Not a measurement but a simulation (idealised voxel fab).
Process module under the name voxel trench capacitor
Cross-sectional view cut (width: 265 nm; square cell size: 5 nm).
Cross-section spec: square-cell grid; bands listed top down; each band is one or more rows. Heads up on the band format: heights come first, top then bottom, in nm. After that it's the materials left to right, each with its width in nm. A single material flagged "everywhere" fills the whole band edge to edge, and "blank" means there's empty space there. Heights are reckoned from 0. Under this level, the received wafer is all of one material. The bottommost band is open-ended downward, for example "0..down". Read "30->40" as a graded width: first number on top, second number at the bottom, same change between each pair of neighbouring rows. Key: "no change" - step with no changed cell in the cross-section. "Trapped void list" specifies each empty space that is not open to the top and that occupies no fewer than 8 cells, using the form width x height at distance, the distance measured from the left edge and all three quantities in nm. It should be noted that, on the line of a given step, the content following the step's settings is a remark produced by the simulator itself with respect to that step. "overlay nm" denotes, for a step that has a mask, the displacement of the mask to the right of its planned place, with negative values corresponding to the left.
## Here's what the planned process steps look like
| 1 | RECEIVE with material Si |
| 2 | CONFORMAL_DEP with material SiN, thk nm 5 |
| 3 | DIRECTIONAL_DEP with material aC, thk nm 10 |
| 4 | PATTERN with tone open, mask id TRENCH, material resist, width nm 30, pitch nm 60, thk nm 30, overlay nm 0 |
| 5 | DIRECTIONAL_ETCH with etch materials aC, depth nm 10 |
| 6 | STRIP with etch materials resist |
| 7 | DIRECTIONAL_ETCH with etch materials SiN, depth nm 5 |
| 8 | DIRECTIONAL_ETCH with etch materials Si, depth nm 30 |
| 9 | STRIP with etch materials aC |
| 10 | CONFORMAL_DEP with material HfO2, thk nm 5 |
| 11 | CONFORMAL_DEP with material TiN, thk nm 5 |
| 12 | FILL_DEP with material W, thk nm 5 |
| 13 | CMP with height nm 5 |
The wafers in this document start out alike and differ in the depth nm applied at step 8; the plan shows the value used for the first wafer.
## Cross-section of the first of several wafers on receipt, reflecting completion of step 1
  0..down | Si everywhere
  Trapped void list: none
## Depicted here is the first of several wafers in cross-section, at module completion following the last step, step 13
  5..0 | 85 nm SiN | 5 nm HfO2 | 5 nm TiN | 10 nm W | 5 nm TiN | 5 nm HfO2 | 30 nm SiN | 5 nm HfO2 | 5 nm TiN | 10 nm W | 5 nm TiN | 5 nm HfO2 | 90 nm SiN
  0..-20 | 85 nm Si | 5 nm HfO2 | 5 nm TiN | 10 nm W | 5 nm TiN | 5 nm HfO2 | 30 nm Si | 5 nm HfO2 | 5 nm TiN | 10 nm W | 5 nm TiN | 5 nm HfO2 | 90 nm Si
  -20..-25 | 85 nm Si | 5 nm HfO2 | 20 nm TiN | 5 nm HfO2 | 30 nm Si | 5 nm HfO2 | 20 nm TiN | 5 nm HfO2 | 90 nm Si
  -25..-30 | 85 nm Si | 30 nm HfO2 | 30 nm Si | 30 nm HfO2 | 90 nm Si
  -30..down | Si everywhere
  Trapped void list: none
## Wafer cross-section (last wafer, module end)
  5..0 | 85 nm SiN | 5 nm HfO2 | 5 nm TiN | 10 nm W | 5 nm TiN | 5 nm HfO2 | 30 nm SiN | 5 nm HfO2 | 5 nm TiN | 10 nm W | 5 nm TiN | 5 nm HfO2 | 90 nm SiN
  0..-45 | 85 nm Si | 5 nm HfO2 | 5 nm TiN | 10 nm W | 5 nm TiN | 5 nm HfO2 | 30 nm Si | 5 nm HfO2 | 5 nm TiN | 10 nm W | 5 nm TiN | 5 nm HfO2 | 90 nm Si
  -45..-50 | 85 nm Si | 5 nm HfO2 | 20 nm TiN | 5 nm HfO2 | 30 nm Si | 5 nm HfO2 | 20 nm TiN | 5 nm HfO2 | 90 nm Si
  -50..-55 | 85 nm Si | 30 nm HfO2 | 30 nm Si | 30 nm HfO2 | 90 nm Si
  -55..down | Si everywhere
  Trapped void list: none
## Basically each wafer gets a line in the table, showing it at the end of the module: material by material, the cells it gained (+) or lost (-) since we got it, then its closed voids
depth nm 30 | +36 HfO2 | -72 Si | +41 SiN | +28 TiN | +20 W | Trapped void list: none
depth nm 35 | +40 HfO2 | -84 Si | +41 SiN | +32 TiN | +24 W | Trapped void list: none
depth nm 40 | +44 HfO2 | -96 Si | +41 SiN | +36 TiN | +28 W | Trapped void list: none
depth nm 45 | +48 HfO2 | -108 Si | +41 SiN | +40 TiN | +32 W | Trapped void list: none
depth nm 50 | +52 HfO2 | -120 Si | +41 SiN | +44 TiN | +36 W | Trapped void list: none
depth nm 55 | +56 HfO2 | -132 Si | +41 SiN | +48 TiN | +40 W | Trapped void list: none
